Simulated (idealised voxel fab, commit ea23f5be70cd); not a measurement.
process module | voxel wiring stack
300 nm wide, 5 nm square cells: that's cross-section cut.
Cross-section = grid of square cells, listed top down in bands; band = one or more rows.
In this notation a band is specified by the heights of its top and bottom, in that order and in nm, after which its materials appear from left to right, each paired with its width in nm. The word "edge to edge" attached to a single material means that material fills the band from edge to edge; the word "empty" stands for empty space.
For the purposes of this specification, 0 denotes the height below which the wafer in its as-received condition is composed wholly of one material, and the lowermost band, lacking a lower limit, extends downward without end, as expressed in "0 nm and below".
Graded width ("30->40"): value in top row of band = first number; value in bottom row = second number; row-to-row change constant.
The cross-section has no changed cell in any step marked "nothing different".
"Trapped cavities" - sealed voids, min. 8 cells, no opening to top; format: width x height at distance (distance from left edge; nm throughout).
Where a step's line continues beyond its settings, the continuation is a remark by the simulator itself on that step.
overlay nm: mask right of planned place by this much (step with mask). Neg. = left.

**So here's the lineup of process steps we planned**
- 1: RECEIVE [material Si]
- 2: CONFORMAL_DEP [material SiO2] [thk nm 15]
- 3: CONFORMAL_DEP [material SiCN] [thk nm 5]
- 4: DIRECTIONAL_DEP [material lowk] [thk nm 15]
- 5: DIRECTIONAL_DEP [material aC] [thk nm 10]
- 6: PATTERN [tone open] [mask id METAL_1] [material resist] [width nm 25] [pitch nm 40] [thk nm 30] [overlay nm 0]
- 7: DIRECTIONAL_ETCH [etch materials aC] [depth nm 10]
- 8: STRIP [etch materials resist]
- 9: DIRECTIONAL_ETCH [etch materials lowk] [depth nm 15]
- 10: DIRECTIONAL_ETCH [etch materials SiCN] [depth nm 5]
- 11: STRIP [etch materials aC]
- 12: CONFORMAL_DEP [material TiN] [thk nm 5]
- 13: FILL_DEP [material Ru] [thk nm 10]
- 14: CMP [height nm 35]
- 15: EPI [material Ru] [thk nm 5]
- 16: FILL_DEP [material SiCN] [thk nm 5]
- 17: DIRECTIONAL_DEP [material lowk] [thk nm 15]
- 18: DIRECTIONAL_DEP [material aC] [thk nm 10]
- 19: PATTERN [tone open] [mask id PLUG_1] [material resist] [width nm 15] [pitch nm 40] [thk nm 25] [overlay nm 0]
- 20: DIRECTIONAL_ETCH [etch materials aC] [depth nm 10]
- 21: STRIP [etch materials resist]
- 22: DIRECTIONAL_ETCH [etch materials lowk] [depth nm 15]
- 23: DIRECTIONAL_ETCH [etch materials SiCN] [depth nm 5]
- 24: STRIP [etch materials aC]
- 25: EPI [material Ru] [thk nm 10]
- 26: EPI [material Ru] [thk nm 10]
- 27: DIRECTIONAL_DEP [material TiN] [thk nm 5]
- 28: DIRECTIONAL_DEP [material W] [thk nm 20]
- 29: PATTERN [tone cover] [mask id METAL_2] [material resist] [width nm 25] [pitch nm 40] [thk nm 15] [overlay nm 0]
- 30: DIRECTIONAL_ETCH [etch materials W] [depth nm 20]
- 31: DIRECTIONAL_ETCH [etch materials TiN] [depth nm 5]
- 32: STRIP [etch materials resist]
- 33: FILL_DEP [material SiO2] [thk nm 5]
- 34: CMP [height nm 85]
- 35: CONFORMAL_DEP [material SiCN] [thk nm 5]
- 36: DIRECTIONAL_DEP [material SiO2] [thk nm 35]
- 37: DIRECTIONAL_DEP [material aC] [thk nm 15]
- 38: PATTERN [tone open] [mask id METAL_3] [material resist] [width nm 25] [pitch nm 40] [thk nm 35] [overlay nm 0]
- 39: DIRECTIONAL_ETCH [etch materials aC] [depth nm 15]
- 40: STRIP [etch materials resist]
- 41: DIRECTIONAL_ETCH [etch materials SiO2] [depth nm 20]
- 42: STRIP [etch materials aC]
- 43: PATTERN [tone open] [mask id METAL_3_HOLES] [material resist] [width nm 15] [thk nm 15] [overlay nm 0]
- 44: DIRECTIONAL_ETCH [etch materials SiO2] [depth nm 15]
- 45: DIRECTIONAL_ETCH [etch materials SiCN] [depth nm 5]
- 46: STRIP [etch materials resist]
- 47: CONFORMAL_DEP [material TiN] [thk nm 5]
- 48: FILL_DEP [material Ru] [thk nm 10]
- 49: CMP [height nm 125]
- 50: CONFORMAL_DEP [material SiCN] [thk nm 5]
- 51: DIRECTIONAL_DEP [material lowk] [thk nm 25]
- 52: PATTERN [tone open] [mask id METAL_4_HOLES] [material resist] [width nm 15] [pitch nm 40] [thk nm 20] [overlay nm 0]
- 53: DIRECTIONAL_ETCH [etch materials lowk] [depth nm 25]
- 54: STRIP [etch materials resist]
- 55: PATTERN [tone open] [mask id METAL_4] [material resist] [width nm 25] [pitch nm 40] [thk nm 20] [overlay nm 0]
- 56: DIRECTIONAL_ETCH [etch materials lowk] [depth nm 15]
- 57: DIRECTIONAL_ETCH [etch materials SiCN] [depth nm 5]
- 58: STRIP [etch materials resist]
- 59: CONFORMAL_DEP [material TiN] [thk nm 5]
- 60: FILL_DEP [material Cu] [thk nm 5]
- 61: CMP [height nm 155]
- 62: CONFORMAL_DEP [material SiCN] [thk nm 5]
Don't read the plan's thk nm for step 3 as applying to every wafer: that's the first wafer's value, and the wafers differ in it, though they all start identical.

**first wafer as received, after step 1**
* 0 nm and below | Si edge to edge
* Trapped cavities: none

**The following table contains a row per wafer, in which are reported, at the conclusion of the module, the cells of each material gained (+) or lost (-) since the wafer's receipt, with its closed voids given thereafter**
thk nm 5 | +18 Cu | +78 Ru | +321 SiCN | +801 SiO2 | +92 TiN | +40 W | +570 lowk | Trapped cavities: none
thk nm 10 | +18 Cu | +72 Ru | +381 SiCN | +801 SiO2 | +88 TiN | +40 W | +520 lowk | Trapped cavities: none
thk nm 15 | +18 Cu | +66 Ru | +441 SiCN | +801 SiO2 | +84 TiN | +40 W | +470 lowk | Trapped cavities: none
thk nm 20 | +18 Cu | +60 Ru | +501 SiCN | +801 SiO2 | +80 TiN | +40 W | +420 lowk | Trapped cavities: none
